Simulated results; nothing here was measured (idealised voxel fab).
process module | voxel plated lines
cross-section cut | 295 nm wide | cells 5 nm
A cross-section is a grid of square cells, given in bands from the top down. A band is one or more rows of cells.
Each band's line starts with the height of the band's top and of its bottom, in nm. Then come its materials from left to right, each with its width in nm. One material with "throughout" fills the band from edge to edge. "air" is empty space.
Height 0 is the level under which the wafer as received is all one material. The lowest band goes on downwards, as in "0 down".
A width such as "30 to 40" changes by the same amount from each row of cells to the next, from the band's top row to its bottom row.
"no change" after a step means that no cell of the cross-section changed.
closed voids: empty space of 8 cells or more with no open way to the top, each as width x height at its distance from the left edge, in nm
after a step's settings: what the simulator itself notes on the step
overlay nm, on a step with a mask: how far to the right of its planned place the mask lay; to the left if negative
plan
1 op RECEIVE | material Si
2 op CONFORMAL_DEP | material Al2O3 | thk nm 15
3 op DIRECTIONAL_DEP | material TiN | thk nm 5
4 op PATTERN | tone open | mask id LINES | material resist | width nm 30 | pitch nm 55 | thk nm 20 | overlay nm 0
5 op EPI | material Ru | thk nm 5
6 op STRIP | etch materials resist
7 op DIRECTIONAL_ETCH | etch materials TiN | depth nm 5
8 op CONFORMAL_DEP | material SiN | thk nm 10
as received, after step 1
  0 down: Si throughout
  closed voids: none
first wafer at the end, as planned
  35 to 25: air 95 | SiN 50 | air 5 | SiN 50 | air 95
  25 to 20: SiN 105 | Ru 30 | SiN 25 | Ru 30 | SiN 105
  20 to 15: SiN 105 | TiN 30 | SiN 25 | TiN 30 | SiN 105
  15 to 0: Al2O3 throughout
  0 down: Si throughout
  closed voids: none
second wafer at the end: like start, like plan, one mistake
  35 to 25: air 100 | SiN 40 | air 15 | SiN 40 | air 100
  25 to 20: SiN 110 | Ru 20 | SiN 35 | Ru 20 | SiN 110
  20 to 15: SiN 110 | TiN 20 | SiN 35 | TiN 20 | SiN 110
  15 to 0: Al2O3 throughout
  0 down: Si throughout
  closed voids: none
what went wrong: step 4 ran as: op PATTERN | tone open | mask id LINES | material resist | width nm 20 | pitch nm 55 | thk nm 20 | overlay nm 0
at the end the second wafer has, in cells: 4 fewer of Ru | 4 fewer of TiN
